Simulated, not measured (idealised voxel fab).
voxel spacer lines: a process module
Square cells of 5 nm make up the cross-section cut, whose width is 215 nm.
When this document writes out a cross-section, it uses a grid of square cells and lists it as bands, beginning at the top and moving down, with a band standing for one or more rows of cells. The band entry comprises the height of the band's top followed by the height of its bottom, expressed in nm, and subsequently the band's materials from left to right, each stated together with its width in nm. Where a single material is marked with the word "full width", that material fills the band from edge to edge. The word "blank" represents empty space. Note: height 0 marks the level under which the wafer is uniformly one material as received. Lowest band unbounded below, written "from 0 down". It should be noted that a width expressed as "30 to 40" varies in equal increments from row to row of cells within the band, taking the value of the first number at the top row and that of the second number at the bottom row. You'll sometimes find "same as before" written for a step, and that's the way of saying that nowhere in the cross-section did a cell change during that step. Voids not open to the top, 8 cells minimum: see "Closed voids list". Written width x height at distance; distance is from the left edge; nm. On each step's line, the part that comes after the settings is the simulator's own comment on the step. overlay nm: mask right of planned place by this much (step with mask). Neg. = left.
PROCESS STEPS - PLAN
step 1: RECEIVE with material Si
step 2: CONFORMAL_DEP with material Al2O3, thk nm 10
step 3: DIRECTIONAL_DEP with material SiN, thk nm 15
step 4: DIRECTIONAL_DEP with material polySi, thk nm 30
step 5: PATTERN with tone cover, mask id MANDREL, material resist, width nm 20, pitch nm 60, thk nm 35, overlay nm 0
step 6: DIRECTIONAL_ETCH with etch materials polySi, depth nm 30
step 7: STRIP with etch materials resist
step 8: CONFORMAL_DEP with material SiO2, thk nm 10
step 9: DIRECTIONAL_ETCH with etch materials SiO2, depth nm 10
step 10: STRIP with etch materials polySi
step 11: DIRECTIONAL_ETCH with etch materials SiN, depth nm 15
step 12: STRIP with etch materials SiO2
WAFER, FIRST OF TWO, RUN AS PLANNED
HERE'S WHAT THE WAFER LOOKED LIKE IN CROSS-SECTION WHEN IT ARRIVED - THAT'S AFTER STEP 1
    from 0 down | Si full width
    Closed voids list: none
PRESENTED HERE IS A CROSS-SECTION OF THE WAFER AFTER STEP 2 HAS BEEN PERFORMED
    from 10 to 0 | Al2O3 full width
    Nothing below the height 0 has changed.
PRESENTED HERE IS A CROSS-SECTION OF THE WAFER AFTER STEP 3 HAS BEEN PERFORMED
    from 25 to 10 | SiN full width
    Nothing below the height 10 has changed.
PRESENTED HERE IS A CROSS-SECTION OF THE WAFER AFTER STEP 4 HAS BEEN PERFORMED
    from 55 to 25 | polySi full width
    Nothing below the height 25 has changed.
PRESENTED HERE IS A CROSS-SECTION OF THE WAFER AFTER STEP 5 HAS BEEN PERFORMED
    from 90 to 55 | blank 65 | resist 20 | blank 40 | resist 20 | blank 70
    Nothing below the height 55 has changed.
PRESENTED HERE IS A CROSS-SECTION OF THE WAFER AFTER STEP 6 HAS BEEN PERFORMED
    from 90 to 55 | blank 65 | resist 20 | blank 40 | resist 20 | blank 70
    from 55 to 25 | blank 65 | polySi 20 | blank 40 | polySi 20 | blank 70
    Nothing below the height 25 has changed.
PRESENTED HERE IS A CROSS-SECTION OF THE WAFER AFTER STEP 7 HAS BEEN PERFORMED
    from 55 to 25 | blank 65 | polySi 20 | blank 40 | polySi 20 | blank 70
    Nothing below the height 25 has changed.
PRESENTED HERE IS A CROSS-SECTION OF THE WAFER AFTER STEP 8 HAS BEEN PERFORMED
    from 65 to 55 | blank 55 | SiO2 40 | blank 20 | SiO2 40 | blank 60
    from 55 to 35 | blank 55 | SiO2 10 | polySi 20 | SiO2 10 | blank 20 | SiO2 10 | polySi 20 | SiO2 10 | blank 60
    from 35 to 25 | SiO2 65 | polySi 20 | SiO2 40 | polySi 20 | SiO2 70
    Nothing below the height 25 has changed.
PRESENTED HERE IS A CROSS-SECTION OF THE WAFER AFTER STEP 9 HAS BEEN PERFORMED
    from 55 to 25 | blank 55 | SiO2 10 | polySi 20 | SiO2 10 | blank 20 | SiO2 10 | polySi 20 | SiO2 10 | blank 60
    Nothing below the height 25 has changed.
PRESENTED HERE IS A CROSS-SECTION OF THE WAFER AFTER STEP 10 HAS BEEN PERFORMED
    from 55 to 25 | blank 55 | SiO2 10 | blank 20 | SiO2 10 | blank 20 | SiO2 10 | blank 20 | SiO2 10 | blank 60
    Nothing below the height 25 has changed.
PRESENTED HERE IS A CROSS-SECTION OF THE WAFER AFTER STEP 11 HAS BEEN PERFORMED
    from 55 to 25 | blank 55 | SiO2 10 | blank 20 | SiO2 10 | blank 20 | SiO2 10 | blank 20 | SiO2 10 | blank 60
    from 25 to 10 | blank 55 | SiN 10 | blank 20 | SiN 10 | blank 20 | SiN 10 | blank 20 | SiN 10 | blank 60
    Nothing below the height 10 has changed.
PRESENTED HERE IS A CROSS-SECTION OF THE WAFER AFTER STEP 12 HAS BEEN PERFORMED
    from 25 to 10 | blank 55 | SiN 10 | blank 20 | SiN 10 | blank 20 | SiN 10 | blank 20 | SiN 10 | blank 60
    Nothing below the height 10 has changed.
WAFER TWO. IDENTICAL START, IDENTICAL PLAN. ONE MISTAKE IN EXECUTION. IDENTICAL HISTORY THROUGH STEP 4
CROSS-SECTION OF THE SECOND WAFER WHEN, ACCORDING TO PLAN, STEP 5 SHOULD HAVE FINISHED
    from 90 to 55 | blank 65 | resist 25 | blank 35 | resist 25 | blank 65
    Nothing below the height 55 has changed.
CROSS-SECTION OF THE SECOND WAFER WHEN, ACCORDING TO PLAN, STEP 6 SHOULD HAVE FINISHED
    from 90 to 55 | blank 65 | resist 25 | blank 35 | resist 25 | blank 65
    from 55 to 25 | blank 65 | polySi 25 | blank 35 | polySi 25 | blank 65
    Nothing below the height 25 has changed.
CROSS-SECTION OF THE SECOND WAFER WHEN, ACCORDING TO PLAN, STEP 7 SHOULD HAVE FINISHED
    from 55 to 25 | blank 65 | polySi 25 | blank 35 | polySi 25 | blank 65
    Nothing below the height 25 has changed.
CROSS-SECTION OF THE SECOND WAFER WHEN, ACCORDING TO PLAN, STEP 8 SHOULD HAVE FINISHED
    from 65 to 55 | blank 55 | SiO2 45 | blank 15 | SiO2 45 | blank 55
    from 55 to 35 | blank 55 | SiO2 10 | polySi 25 | SiO2 10 | blank 15 | SiO2 10 | polySi 25 | SiO2 10 | blank 55
    from 35 to 25 | SiO2 65 | polySi 25 | SiO2 35 | polySi 25 | SiO2 65
    Nothing below the height 25 has changed.
CROSS-SECTION OF THE SECOND WAFER WHEN, ACCORDING TO PLAN, STEP 9 SHOULD HAVE FINISHED
    from 55 to 25 | blank 55 | SiO2 10 | polySi 25 | SiO2 10 | blank 15 | SiO2 10 | polySi 25 | SiO2 10 | blank 55
    Nothing below the height 25 has changed.
CROSS-SECTION OF THE SECOND WAFER WHEN, ACCORDING TO PLAN, STEP 10 SHOULD HAVE FINISHED
    from 55 to 25 | blank 55 | SiO2 10 | blank 25 | SiO2 10 | blank 15 | SiO2 10 | blank 25 | SiO2 10 | blank 55
    Nothing below the height 25 has changed.
CROSS-SECTION OF THE SECOND WAFER WHEN, ACCORDING TO PLAN, STEP 11 SHOULD HAVE FINISHED
    from 55 to 25 | blank 55 | SiO2 10 | blank 25 | SiO2 10 | blank 15 | SiO2 10 | blank 25 | SiO2 10 | blank 55
    from 25 to 10 | blank 55 | SiN 10 | blank 25 | SiN 10 | blank 15 | SiN 10 | blank 25 | SiN 10 | blank 55
    Nothing below the height 10 has changed.
CROSS-SECTION OF THE SECOND WAFER WHEN, ACCORDING TO PLAN, STEP 12 SHOULD HAVE FINISHED
    from 25 to 10 | blank 55 | SiN 10 | blank 25 | SiN 10 | blank 15 | SiN 10 | blank 25 | SiN 10 | blank 55
    Nothing below the height 10 has changed.
Error vs. plan: heads up, step 5 didn't go per plan, it actually ran as PATTERN with tone cover, mask id MANDREL, material resist, width nm 25, pitch nm 60, thk nm 35, overlay nm 0
If you tally the cells, the second wafer ends up with the same amount of every material as the first; it's all just sitting in different places.
